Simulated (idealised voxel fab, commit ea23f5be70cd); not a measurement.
Documented hereafter: the process module known as voxel self aligned contacts.
It is cross-section cut that appears here, measuring 180 nm in width, its square cells being 5 nm in size.
Square cells in a grid make up a cross-section in this document, and the grid is given as bands, listed from the top down, each one or more rows of cells.
Band entry format. Leading values: height of top, height of bottom, nm. Remainder: materials in left-to-right order, each with its width in nm. Special words: "everywhere" on a single material, which then fills the band edge to edge; "air", empty space.
Where do heights start? At 0: under that level the wafer as delivered is made of one material only. And the lowest band has no floor; it just carries on downward, as in "top 0, no bottom".
Read "30->40" as a graded width: first number on top, second number at the bottom, same change between each pair of neighbouring rows.
Basically "remained unchanged" means that step didn't change any cell in the cross-section.
"Voids, fully enclosed": sealed empty spaces, 8 cells or more, no open way to top, listed width x height at distance, with distance from the left edge and width, height and distance in nm.
On a step's line, text after the settings is the simulator commenting on that step.
overlay nm: on a step with a mask, how far right of its planned place the mask lay; negative means left.

THESE ARE THE STEPS WE PLANNED FOR THE PROCESS
1,op RECEIVE | material Si
2,op OXIDIZE | depth nm 5
3,op DIRECTIONAL_DEP | material polySi | thk nm 25
4,op DIRECTIONAL_DEP | material SiN | thk nm 15
5,op PATTERN | tone cover | mask id GATE | material resist | width nm 30 | pitch nm 60 | thk nm 20 | overlay nm 0
6,op DIRECTIONAL_ETCH | etch materials SiN | depth nm 15
7,op DIRECTIONAL_ETCH | etch materials polySi | depth nm 25
8,op STRIP | etch materials resist
9,op CONFORMAL_DEP | material SiN | thk nm 5
10,op DIRECTIONAL_ETCH | etch materials SiN | depth nm 5
11,op FILL_DEP | material SiO2 | thk nm 15
12,op CMP | height nm 50
13,op MASKED_ETCH | tone open | mask id CONTACT | width nm 40 | etch materials SiO2 | depth nm 55 | overlay nm 0
14,op CONFORMAL_DEP | material TiN | thk nm 5
15,op FILL_DEP | material W | thk nm 5
16,op CMP | height nm 50
17,op CONFORMAL_DEP | material SiCN | thk nm 5

THE FIRST OF A SET OF TWO WAFERS, RUN TO PLAN

STEP 1 COMPLETE: CROSS-SECTION OF THE WAFER AS RECEIVED
- top 0, no bottom: Si everywhere
- Voids, fully enclosed: none

YOU'RE LOOKING AT A CROSS-SECTION OF THE WAFER AFTER STEP 2
- top 0, bottom -5: SiO2 everywhere
- Under the height -5 nothing was changed.

YOU'RE LOOKING AT A CROSS-SECTION OF THE WAFER AFTER STEP 3
- top 25, bottom 0: polySi everywhere
- Under the height 0 nothing was changed.

YOU'RE LOOKING AT A CROSS-SECTION OF THE WAFER AFTER STEP 4
- top 40, bottom 25: SiN everywhere
- Under the height 25 nothing was changed.

YOU'RE LOOKING AT A CROSS-SECTION OF THE WAFER AFTER STEP 5
- top 60, bottom 40: air 45 nm, resist 30 nm, air 30 nm, resist 30 nm, air 45 nm
- Under the height 40 nothing was changed.

YOU'RE LOOKING AT A CROSS-SECTION OF THE WAFER AFTER STEP 6
- top 60, bottom 40: air 45 nm, resist 30 nm, air 30 nm, resist 30 nm, air 45 nm
- top 40, bottom 25: air 45 nm, SiN 30 nm, air 30 nm, SiN 30 nm, air 45 nm
- Under the height 25 nothing was changed.

YOU'RE LOOKING AT A CROSS-SECTION OF THE WAFER AFTER STEP 7
- top 60, bottom 40: air 45 nm, resist 30 nm, air 30 nm, resist 30 nm, air 45 nm
- top 40, bottom 25: air 45 nm, SiN 30 nm, air 30 nm, SiN 30 nm, air 45 nm
- top 25, bottom 0: air 45 nm, polySi 30 nm, air 30 nm, polySi 30 nm, air 45 nm
- Under the height 0 nothing was changed.

YOU'RE LOOKING AT A CROSS-SECTION OF THE WAFER AFTER STEP 8
- top 40, bottom 25: air 45 nm, SiN 30 nm, air 30 nm, SiN 30 nm, air 45 nm
- Under the height 25 nothing was changed.

YOU'RE LOOKING AT A CROSS-SECTION OF THE WAFER AFTER STEP 9
- top 45, bottom 25: air 40 nm, SiN 40 nm, air 20 nm, SiN 40 nm, air 40 nm
- top 25, bottom 5: air 40 nm, SiN 5 nm, polySi 30 nm, SiN 5 nm, air 20 nm, SiN 5 nm, polySi 30 nm, SiN 5 nm, air 40 nm
- top 5, bottom 0: SiN 45 nm, polySi 30 nm, SiN 30 nm, polySi 30 nm, SiN 45 nm
- Under the height 0 nothing was changed.

YOU'RE LOOKING AT A CROSS-SECTION OF THE WAFER AFTER STEP 10
- top 40, bottom 25: air 40 nm, SiN 40 nm, air 20 nm, SiN 40 nm, air 40 nm
- top 25, bottom 0: air 40 nm, SiN 5 nm, polySi 30 nm, SiN 5 nm, air 20 nm, SiN 5 nm, polySi 30 nm, SiN 5 nm, air 40 nm
- Under the height 0 nothing was changed.

YOU'RE LOOKING AT A CROSS-SECTION OF THE WAFER AFTER STEP 11
- top 55, bottom 40: SiO2 everywhere
- top 40, bottom 25: SiO2 40 nm, SiN 40 nm, SiO2 20 nm, SiN 40 nm, SiO2 40 nm
- top 25, bottom 0: SiO2 40 nm, SiN 5 nm, polySi 30 nm, SiN 5 nm, SiO2 20 nm, SiN 5 nm, polySi 30 nm, SiN 5 nm, SiO2 40 nm
- Under the height 0 nothing was changed.

YOU'RE LOOKING AT A CROSS-SECTION OF THE WAFER AFTER STEP 12
- top 50, bottom 40: SiO2 everywhere
- Under the height 40 nothing was changed.

YOU'RE LOOKING AT A CROSS-SECTION OF THE WAFER AFTER STEP 13
- top 50, bottom 40: SiO2 70 nm, air 40 nm, SiO2 70 nm
- top 40, bottom 25: SiO2 40 nm, SiN 40 nm, air 20 nm, SiN 40 nm, SiO2 40 nm
- top 25, bottom 0: SiO2 40 nm, SiN 5 nm, polySi 30 nm, SiN 5 nm, air 20 nm, SiN 5 nm, polySi 30 nm, SiN 5 nm, SiO2 40 nm
- top 0, bottom -5: SiO2 80 nm, air 20 nm, SiO2 80 nm
- Under the height -5 nothing was changed.

YOU'RE LOOKING AT A CROSS-SECTION OF THE WAFER AFTER STEP 14
- top 55, bottom 50: TiN 75 nm, air 30 nm, TiN 75 nm
- top 50, bottom 40: SiO2 70 nm, TiN 5->15 nm, air 30->10 nm, TiN 5->15 nm, SiO2 70 nm
- top 40, bottom 25: SiO2 40 nm, SiN 40 nm, TiN 5 nm, air 10 nm, TiN 5 nm, SiN 40 nm, SiO2 40 nm
- top 25, bottom 0: SiO2 40 nm, SiN 5 nm, polySi 30 nm, SiN 5 nm, TiN 5 nm, air 10 nm, TiN 5 nm, SiN 5 nm, polySi 30 nm, SiN 5 nm, SiO2 40 nm
- top 0, bottom -5: SiO2 80 nm, TiN 20 nm, SiO2 80 nm
- Under the height -5 nothing was changed.

YOU'RE LOOKING AT A CROSS-SECTION OF THE WAFER AFTER STEP 15
- top 60, bottom 55: W everywhere
- top 55, bottom 50: TiN 75 nm, W 30 nm, TiN 75 nm
- top 50, bottom 40: SiO2 70 nm, TiN 5->15 nm, W 30->10 nm, TiN 5->15 nm, SiO2 70 nm
- top 40, bottom 25: SiO2 40 nm, SiN 40 nm, TiN 5 nm, W 10 nm, TiN 5 nm, SiN 40 nm, SiO2 40 nm
- top 25, bottom 0: SiO2 40 nm, SiN 5 nm, polySi 30 nm, SiN 5 nm, TiN 5 nm, W 10 nm, TiN 5 nm, SiN 5 nm, polySi 30 nm, SiN 5 nm, SiO2 40 nm
- Under the height 0 nothing was changed.

YOU'RE LOOKING AT A CROSS-SECTION OF THE WAFER AFTER STEP 16
- top 50, bottom 40: SiO2 70 nm, TiN 5->15 nm, W 30->10 nm, TiN 5->15 nm, SiO2 70 nm
- Under the height 40 nothing was changed.

YOU'RE LOOKING AT A CROSS-SECTION OF THE WAFER AFTER STEP 17
- top 55, bottom 50: SiCN everywhere
- Under the height 50 nothing was changed.

HERE THE SECOND WAFER IS DESCRIBED. ITS START AND ITS PLAN WERE THOSE OF THE FIRST WAFER. ITS RUN CONTAINED ONE MISTAKE. UP TO AND INCLUDING STEP 12, IT DID EXACTLY WHAT THE FIRST WAFER DID

SECOND WAFER: CROSS-SECTION AT THE SCHEDULED END OF STEP 13
- top 50, bottom 40: SiO2 75 nm, air 35 nm, SiO2 70 nm
- top 40, bottom 25: SiO2 40 nm, SiN 40 nm, air 20 nm, SiN 40 nm, SiO2 40 nm
- top 25, bottom 0: SiO2 40 nm, SiN 5 nm, polySi 30 nm, SiN 5 nm, air 20 nm, SiN 5 nm, polySi 30 nm, SiN 5 nm, SiO2 40 nm
- top 0, bottom -5: SiO2 80 nm, air 20 nm, SiO2 80 nm
- Under the height -5 nothing was changed.

SECOND WAFER: CROSS-SECTION AT THE SCHEDULED END OF STEP 14
- top 55, bottom 50: TiN 80 nm, air 25 nm, TiN 75 nm
- top 50, bottom 40: SiO2 75 nm, TiN 5->10 nm, air 25->10 nm, TiN 5->15 nm, SiO2 70 nm
- top 40, bottom 25: SiO2 40 nm, SiN 40 nm, TiN 5 nm, air 10 nm, TiN 5 nm, SiN 40 nm, SiO2 40 nm
- top 25, bottom 0: SiO2 40 nm, SiN 5 nm, polySi 30 nm, SiN 5 nm, TiN 5 nm, air 10 nm, TiN 5 nm, SiN 5 nm, polySi 30 nm, SiN 5 nm, SiO2 40 nm
- top 0, bottom -5: SiO2 80 nm, TiN 20 nm, SiO2 80 nm
- Under the height -5 nothing was changed.

SECOND WAFER: CROSS-SECTION AT THE SCHEDULED END OF STEP 15
- top 60, bottom 55: W everywhere
- top 55, bottom 50: TiN 80 nm, W 25 nm, TiN 75 nm
- top 50, bottom 40: SiO2 75 nm, TiN 5->10 nm, W 25->10 nm, TiN 5->15 nm, SiO2 70 nm
- top 40, bottom 25: SiO2 40 nm, SiN 40 nm, TiN 5 nm, W 10 nm, TiN 5 nm, SiN 40 nm, SiO2 40 nm
- top 25, bottom 0: SiO2 40 nm, SiN 5 nm, polySi 30 nm, SiN 5 nm, TiN 5 nm, W 10 nm, TiN 5 nm, SiN 5 nm, polySi 30 nm, SiN 5 nm, SiO2 40 nm
- Under the height 0 nothing was changed.

SECOND WAFER: CROSS-SECTION AT THE SCHEDULED END OF STEP 16
- top 50, bottom 40: SiO2 75 nm, TiN 5->10 nm, W 25->10 nm, TiN 5->15 nm, SiO2 70 nm
- Under the height 40 nothing was changed.

SECOND WAFER: CROSS-SECTION AT THE SCHEDULED END OF STEP 17
- top 55, bottom 50: SiCN everywhere
- Under the height 50 nothing was changed.
Run error: not per plan at step 13, really ran op MASKED_ETCH | tone open | mask id CONTACT | width nm 35 | etch materials SiO2 | depth nm 55 | overlay nm 0
Final wafer comparison in cells, second versus first, more or fewer per material: 2 more of SiO2, 1 fewer of TiN, 1 fewer of W
